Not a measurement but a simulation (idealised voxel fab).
Process module in this document: voxel gate over fins
The figure presents cross-section cut, which has a width of 285 nm and is divided into square cells with an edge length of 5 nm.
Bands, listed from the top down, are how a cross-section gets written in this document; the cross-section itself is a grid of square cells, and a band is one or more rows of them.
It is stipulated that each band's entry specify, in nanometres, the height of the top of the band and then that of its bottom, followed by the materials of the band in left-to-right sequence, each together with its width in nanometres. A single material marked by the word "all across" is understood to fill the band from edge to edge; the word "empty" is understood to denote empty space.
Counting heights begins at 0, where everything beneath is, in the wafer as received, one material. The lowest band has no bottom; it goes on downwards, as "z 0 and below" shows.
Top row gets the first number, bottom row gets the second, and each row in between changes by the same step: that is how a band width like "30->40" works.
When a step is marked "nothing was modified", none of the cells in the cross-section changed during that step.
In "Closed void entries" the enclosed voids are listed, meaning empty spaces of 8 cells or larger without any opening to the top. The form is width x height at distance, distance from the left edge, units nm.
Whatever follows a step's settings on its line is a remark the simulator itself makes about that step.
You can add "overlay nm" to a step's line. For a step with a mask, it describes how far the mask lay to the right of its planned position, and a negative number describes a lay to the left.

### Planned process steps
1,RECEIVE: material Si
2,CONFORMAL_DEP: material SiN, thk nm 10
3,PATTERN: tone cover, mask id FINS, material resist, width nm 15, pitch nm 40, thk nm 15, overlay nm 0
4,DIRECTIONAL_ETCH: etch materials SiN, depth nm 10
5,DIRECTIONAL_ETCH: etch materials Si, depth nm 30
6,STRIP: etch materials resist
7,FILL_DEP: material SiO2, thk nm 5
8,CMP: height nm 10
9,SELECTIVE_ETCH: etch materials SiO2, depth nm 25
10,STRIP: etch materials SiN
11,CONFORMAL_DEP: material HfO2, thk nm 5
12,CONFORMAL_DEP: material TiN, thk nm 5
13,FILL_DEP: material W, thk nm 10
14,CMP: height nm 15
15,CONFORMAL_DEP: material SiCN, thk nm 10

### The first wafer of two, processed as planned

### Delivered wafer in cross-section: state after step 1
> z 0 and below | Si all across
> Closed void entries: none

### Cross-section: wafer state after step 2
> z 10 to 0 | SiN all across
> Below 0, no change.

### Cross-section: wafer state after step 3
> z 25 to 10 | empty 115 | resist 15 | empty 25 | resist 15 | empty 115
> Below 10, no change.

### Cross-section: wafer state after step 4
> z 25 to 10 | empty 115 | resist 15 | empty 25 | resist 15 | empty 115
> z 10 to 0 | empty 115 | SiN 15 | empty 25 | SiN 15 | empty 115
> Below 0, no change.

### Cross-section: wafer state after step 5
> z 25 to 10 | empty 115 | resist 15 | empty 25 | resist 15 | empty 115
> z 10 to 0 | empty 115 | SiN 15 | empty 25 | SiN 15 | empty 115
> z 0 to -30 | empty 115 | Si 15 | empty 25 | Si 15 | empty 115
> Below -30, no change.

### Cross-section: wafer state after step 6
> z 10 to 0 | empty 115 | SiN 15 | empty 25 | SiN 15 | empty 115
> Below 0, no change.

### Cross-section: wafer state after step 7
> z 15 to 10 | SiO2 all across
> z 10 to 0 | SiO2 115 | SiN 15 | SiO2 25 | SiN 15 | SiO2 115
> z 0 to -30 | SiO2 115 | Si 15 | SiO2 25 | Si 15 | SiO2 115
> Below -30, no change.

### Cross-section: wafer state after step 8
> z 10 to 0 | SiO2 115 | SiN 15 | SiO2 25 | SiN 15 | SiO2 115
> Below 0, no change.

### Cross-section: wafer state after step 9
> z 10 to 0 | empty 115 | SiN 15 | empty 25 | SiN 15 | empty 115
> z 0 to -15 | empty 115 | Si 15 | empty 25 | Si 15 | empty 115
> Below -15, no change.

### Cross-section: wafer state after step 10
> z 0 to -15 | empty 115 | Si 15 | empty 25 | Si 15 | empty 115
> Below -15, no change.

### Cross-section: wafer state after step 11
> z 5 to 0 | empty 110 | HfO2 25 | empty 15 | HfO2 25 | empty 110
> z 0 to -10 | empty 110 | HfO2 5 | Si 15 | HfO2 5 | empty 15 | HfO2 5 | Si 15 | HfO2 5 | empty 110
> z -10 to -15 | HfO2 115 | Si 15 | HfO2 25 | Si 15 | HfO2 115
> Below -15, no change.

### Cross-section: wafer state after step 12
> z 10 to 5 | empty 105 | TiN 35 | empty 5 | TiN 35 | empty 105
> z 5 to 0 | empty 105 | TiN 5 | HfO2 25 | TiN 5 | empty 5 | TiN 5 | HfO2 25 | TiN 5 | empty 105
> z 0 to -5 | empty 105 | TiN 5 | HfO2 5 | Si 15 | HfO2 5 | TiN 5 | empty 5 | TiN 5 | HfO2 5 | Si 15 | HfO2 5 | TiN 5 | empty 105
> z -5 to -10 | TiN 110 | HfO2 5 | Si 15 | HfO2 5 | TiN 15 | HfO2 5 | Si 15 | HfO2 5 | TiN 110
> Below -10, no change.

### Cross-section: wafer state after step 13
> z 20 to 10 | W all across
> z 10 to 5 | W 105 | TiN 35 | W 5 | TiN 35 | W 105
> z 5 to 0 | W 105 | TiN 5 | HfO2 25 | TiN 5 | W 5 | TiN 5 | HfO2 25 | TiN 5 | W 105
> z 0 to -5 | W 105 | TiN 5 | HfO2 5 | Si 15 | HfO2 5 | TiN 5 | W 5 | TiN 5 | HfO2 5 | Si 15 | HfO2 5 | TiN 5 | W 105
> Below -5, no change.

### Cross-section: wafer state after step 14
> z 15 to 10 | W all across
> Below 10, no change.

### Cross-section: wafer state after step 15
> z 25 to 15 | SiCN all across
> Below 15, no change.

### Wafer two of two - same starting point, same process plan, one mistake in execution; matches wafer one up to and including step 10

### Here is the second wafer in cross-section at the point where step 11 of the plan should have been done
> z 5 to 0 | empty 110 | TiN 25 | empty 15 | TiN 25 | empty 110
> z 0 to -10 | empty 110 | TiN 5 | Si 15 | TiN 5 | empty 15 | TiN 5 | Si 15 | TiN 5 | empty 110
> z -10 to -15 | TiN 115 | Si 15 | TiN 25 | Si 15 | TiN 115
> Below -15, no change.

### Here is the second wafer in cross-section at the point where step 12 of the plan should have been done
> z 10 to 5 | empty 105 | HfO2 35 | empty 5 | HfO2 35 | empty 105
> z 5 to 0 | empty 105 | HfO2 5 | TiN 25 | HfO2 5 | empty 5 | HfO2 5 | TiN 25 | HfO2 5 | empty 105
> z 0 to -5 | empty 105 | HfO2 5 | TiN 5 | Si 15 | TiN 5 | HfO2 5 | empty 5 | HfO2 5 | TiN 5 | Si 15 | TiN 5 | HfO2 5 | empty 105
> z -5 to -10 | HfO2 110 | TiN 5 | Si 15 | TiN 5 | HfO2 15 | TiN 5 | Si 15 | TiN 5 | HfO2 110
> Below -10, no change.

### Here is the second wafer in cross-section at the point where step 13 of the plan should have been done
> z 20 to 10 | W all across
> z 10 to 5 | W 105 | HfO2 35 | W 5 | HfO2 35 | W 105
> z 5 to 0 | W 105 | HfO2 5 | TiN 25 | HfO2 5 | W 5 | HfO2 5 | TiN 25 | HfO2 5 | W 105
> z 0 to -5 | W 105 | HfO2 5 | TiN 5 | Si 15 | TiN 5 | HfO2 5 | W 5 | HfO2 5 | TiN 5 | Si 15 | TiN 5 | HfO2 5 | W 105
> Below -5, no change.

### Here is the second wafer in cross-section at the point where step 14 of the plan should have been done
> z 15 to 10 | W all across
> Below 10, no change.

### Here is the second wafer in cross-section at the point where step 15 of the plan should have been done
> z 25 to 15 | SiCN all across
> Below 15, no change.
It is concluded that the wafer was processed incorrectly with respect to the plan, in that transposition of steps 11 and 12 relative to the planned sequence
at the end the second wafer has, in cells: as many of each material as the first, in other places
